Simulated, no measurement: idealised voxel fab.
process module | voxel capacitor over wiring
cross-section cut | 190 nm wide | cells 5 nm
A cross-section is a grid of square cells, given in bands from the top down. A band is one or more rows of cells.
Each band's line starts with the height of the band's top and of its bottom, in nm. Then come its materials from left to right, each with its width in nm. One material with "throughout" fills the band from edge to edge. "air" is empty space.
Height 0 is the level under which the wafer as received is all one material. The lowest band goes on downwards, as in "0 down".
A width such as "30 to 40" changes by the same amount from each row of cells to the next, from the band's top row to its bottom row.
"no change" after a step means that no cell of the cross-section changed.
closed voids: empty space of 8 cells or more with no open way to the top, each as width x height at its distance from the left edge, in nm
after a step's settings: what the simulator itself notes on the step
overlay nm, on a step with a mask: how far to the right of its planned place the mask lay; to the left if negative
plan
1 op RECEIVE | material Si
2 op CONFORMAL_DEP | material SiO2 | thk nm 15
3 op DIRECTIONAL_DEP | material TiN | thk nm 5
4 op DIRECTIONAL_DEP | material Ru | thk nm 20
5 op DIRECTIONAL_DEP | material aC | thk nm 10
6 op PATTERN | tone cover | mask id METAL_1 | material resist | width nm 20 | pitch nm 70 | thk nm 25 | overlay nm 0
7 op DIRECTIONAL_ETCH | etch materials aC | depth nm 10
8 op STRIP | etch materials resist
9 op DIRECTIONAL_ETCH | etch materials Ru | depth nm 20
10 op DIRECTIONAL_ETCH | etch materials TiN | depth nm 5
11 op STRIP | etch materials aC
12 op CONFORMAL_DEP | material SiN | thk nm 5
13 op FILL_DEP | material SiO2 | thk nm 10
14 op CMP | height nm 40
15 op CONFORMAL_DEP | material SiCN | thk nm 5
16 op DIRECTIONAL_DEP | material lowk | thk nm 10
17 op MASKED_ETCH | tone open | mask id PLUG_1 | width nm 15 | etch materials lowk | depth nm 10 | overlay nm 0
18 op MASKED_ETCH | tone open | mask id PLUG_1 | width nm 15 | etch materials SiCN | depth nm 5 | overlay nm 0
19 op EPI | material Ru | thk nm 10
20 op EPI | material Ru | thk nm 5
21 op DIRECTIONAL_DEP | material TiN | thk nm 5
22 op DIRECTIONAL_DEP | material HfO2 | thk nm 5
23 op DIRECTIONAL_DEP | material TiN | thk nm 5
24 op DIRECTIONAL_DEP | material aC | thk nm 10
25 op PATTERN | tone cover | mask id UPPER_PLATE | material resist | width nm 55 | thk nm 30 | overlay nm 0
26 op DIRECTIONAL_ETCH | etch materials aC | depth nm 10
27 op STRIP | etch materials resist
28 op DIRECTIONAL_ETCH | etch materials TiN | depth nm 5
29 op DIRECTIONAL_ETCH | etch materials HfO2 | depth nm 5
30 op STRIP | etch materials aC
31 op MASKED_ETCH | tone cover | mask id LOWER_PLATE | width nm 65 | etch materials TiN | depth nm 5 | overlay nm 0
32 op FILL_DEP | material SiO2 | thk nm 15
33 op CMP | height nm 80
34 op PATTERN | tone open | mask id PLUG_2 | material resist | width nm 15 | thk nm 15 | overlay nm 0
35 op DIRECTIONAL_ETCH | etch materials SiO2 | depth nm 10
36 op STRIP | etch materials resist
37 op CONFORMAL_DEP | material TiN | thk nm 5
38 op FILL_DEP | material Cu | thk nm 5
39 op CMP | height nm 80
40 op CONFORMAL_DEP | material SiN | thk nm 5
as received, after step 1
  0 down: Si throughout
  closed voids: none
a wafer at the end: this start, this plan, one mistake
  85 to 80: SiN throughout
  80 to 75: SiO2 65 | TiN 5 | Cu 5 | TiN 5 | SiO2 110
  75 to 65: SiO2 65 to 55 | TiN 15 to 55 | SiO2 110 to 80
  65 to 60: SiO2 55 | HfO2 55 | SiO2 80
  60 to 55: SiO2 50 | TiN 65 | SiO2 75
  55 to 45: lowk 55 | Ru 15 | lowk 120
  45 to 40: SiCN 55 | Ru 15 | SiCN 120
  40 to 25: SiO2 45 | SiN 5 | Ru 20 | SiN 5 | SiO2 40 | SiN 5 | Ru 20 | SiN 5 | SiO2 45
  25 to 20: SiN 50 | Ru 20 | SiN 50 | Ru 20 | SiN 50
  20 to 5: SiO2 throughout
  5 to 0: TiN throughout
  0 down: Si throughout
  closed voids: none
what went wrong: steps 2 and 3 were swapped
